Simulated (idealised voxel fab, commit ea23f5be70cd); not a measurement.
The document below concerns the process module designated voxel wiring stack.
Cross-sectional view cut (width: 210 nm; square cell size: 5 nm).
Throughout this document, each cross-section is represented as a grid of square cells and is presented as a sequence of bands enumerated from the top downward, where a band comprises one or more rows of cells. Top height, bottom height, nm. Materials left to right, width each, nm. Single material + "edge to edge" = fills band edge to edge. "empty" = empty. For the purposes of this specification, 0 denotes the height below which the wafer in its as-received condition is composed wholly of one material, and the lowermost band, lacking a lower limit, extends downward without end, as expressed in "top 0, no bottom". It should be noted that a width expressed as "30..40" varies in equal increments from row to row of cells within the band, taking the value of the first number at the top row and that of the second number at the bottom row. The cross-section has no changed cell in any step marked "stayed the same". "Closed void entries" specifies each empty space that is not open to the top and that occupies no fewer than 8 cells, using the form width x height at distance, the distance measured from the left edge and all three quantities in nm. Note: text after step settings on the step line = simulator remark on that step. overlay nm: on a step with a mask, how far right of its planned place the mask lay; negative means left.

The following list gives the planned process steps
1. RECEIVE: material Si
2. CONFORMAL_DEP: material SiO2, thk nm 15
3. DIRECTIONAL_DEP: material TiN, thk nm 5
4. DIRECTIONAL_DEP: material Ru, thk nm 25
5. DIRECTIONAL_DEP: material aC, thk nm 15
6. PATTERN: tone cover, mask id METAL_1, material resist, width nm 30, pitch nm 55, thk nm 35, overlay nm 0
7. DIRECTIONAL_ETCH: etch materials aC, depth nm 15
8. STRIP: etch materials resist
9. DIRECTIONAL_ETCH: etch materials Ru, depth nm 25
10. DIRECTIONAL_ETCH: etch materials TiN, depth nm 5
11. STRIP: etch materials aC
12. CONFORMAL_DEP: material SiN, thk nm 5
13. FILL_DEP: material SiO2, thk nm 5
14. CMP: height nm 45
15. CONFORMAL_DEP: material SiCN, thk nm 5
16. DIRECTIONAL_DEP: material SiO2, thk nm 35
17. MASKED_ETCH: tone open, mask id METAL_2_HOLES, width nm 15, pitch nm 55, etch materials SiO2, depth nm 35, overlay nm 0
18. MASKED_ETCH: tone open, mask id METAL_2, width nm 30, pitch nm 55, etch materials SiO2, depth nm 20, overlay nm 0
19. MASKED_ETCH: tone open, mask id METAL_2, width nm 30, pitch nm 55, etch materials SiCN, depth nm 5, overlay nm 0
20. CONFORMAL_DEP: material TiN, thk nm 5
21. FILL_DEP: material Ru, thk nm 5
22. CMP: height nm 85
23. CONFORMAL_DEP: material SiCN, thk nm 5
24. DIRECTIONAL_DEP: material lowk, thk nm 15
25. PATTERN: tone open, mask id PLUG_2, material resist, width nm 15, thk nm 20, overlay nm 0
26. DIRECTIONAL_ETCH: etch materials lowk, depth nm 15
27. DIRECTIONAL_ETCH: etch materials SiCN, depth nm 5
28. STRIP: etch materials resist
29. EPI: material Ru, thk nm 10
30. EPI: material Ru, thk nm 10
31. DIRECTIONAL_DEP: material TiN, thk nm 5
32. DIRECTIONAL_DEP: material Ru, thk nm 15
33. MASKED_ETCH: tone cover, mask id METAL_3, width nm 30, pitch nm 55, etch materials Ru, depth nm 15, overlay nm 0
34. MASKED_ETCH: tone cover, mask id METAL_3, width nm 30, pitch nm 55, etch materials TiN, depth nm 5, overlay nm 0
35. CONFORMAL_DEP: material SiN, thk nm 5
36. FILL_DEP: material SiO2, thk nm 10
37. CMP: height nm 125
38. CONFORMAL_DEP: material SiN, thk nm 5

Cross-section: wafer on arrival = after step 1
	top 0, no bottom = Si edge to edge
	Closed void entries: none

Module complete, cross-section. Starting point and plan per above. One mistake made in running the module
	top 130, bottom 125 = SiN edge to edge
	top 125, bottom 110 = 55 of SiO2 | 5 of SiN | 30 of Ru | 5 of SiN | 15 of SiO2 | 5 of SiN | 30 of Ru | 5 of SiN | 60 of SiO2
	top 110, bottom 105 = 60 of SiN | 30 of TiN | 25 of SiN | 30 of TiN | 65 of SiN
	top 105, bottom 90 = 60 of lowk | 15 of Ru | 135 of lowk
	top 90, bottom 85 = 60 of SiCN | 15 of Ru | 135 of SiCN
	top 85, bottom 70 = 60 of SiO2 | 5 of TiN | 20 of Ru | 5 of TiN | 25 of SiO2 | 5 of TiN | 20 of Ru | 5 of TiN | 65 of SiO2
	top 70, bottom 65 = 60 of SiO2 | 5 of TiN | 5 of Ru | 20 of TiN | 25 of SiO2 | 5 of TiN | 5 of Ru | 20 of TiN | 65 of SiO2
	top 65, bottom 50 = 60 of SiO2 | 5 of TiN | 5 of Ru | 5 of TiN | 40 of SiO2 | 5 of TiN | 5 of Ru | 5 of TiN | 80 of SiO2
	top 50, bottom 45 = 60 of SiCN | 15 of TiN | 40 of SiCN | 15 of TiN | 80 of SiCN
	top 45, bottom 20 = 60 of Ru | 5 of SiN | 20 of SiO2 | 5 of SiN | 25 of Ru | 5 of SiN | 20 of SiO2 | 5 of SiN | 65 of Ru
	top 20, bottom 15 = 60 of TiN | 30 of SiN | 25 of TiN | 30 of SiN | 65 of TiN
	top 15, bottom 0 = SiO2 edge to edge
	top 0, no bottom = Si edge to edge
	Closed void entries: none
What was done differently from what was planned? off-plan run, step 6, actual operation and settings PATTERN: tone open, mask id METAL_1, material resist, width nm 30, pitch nm 55, thk nm 35, overlay nm 0
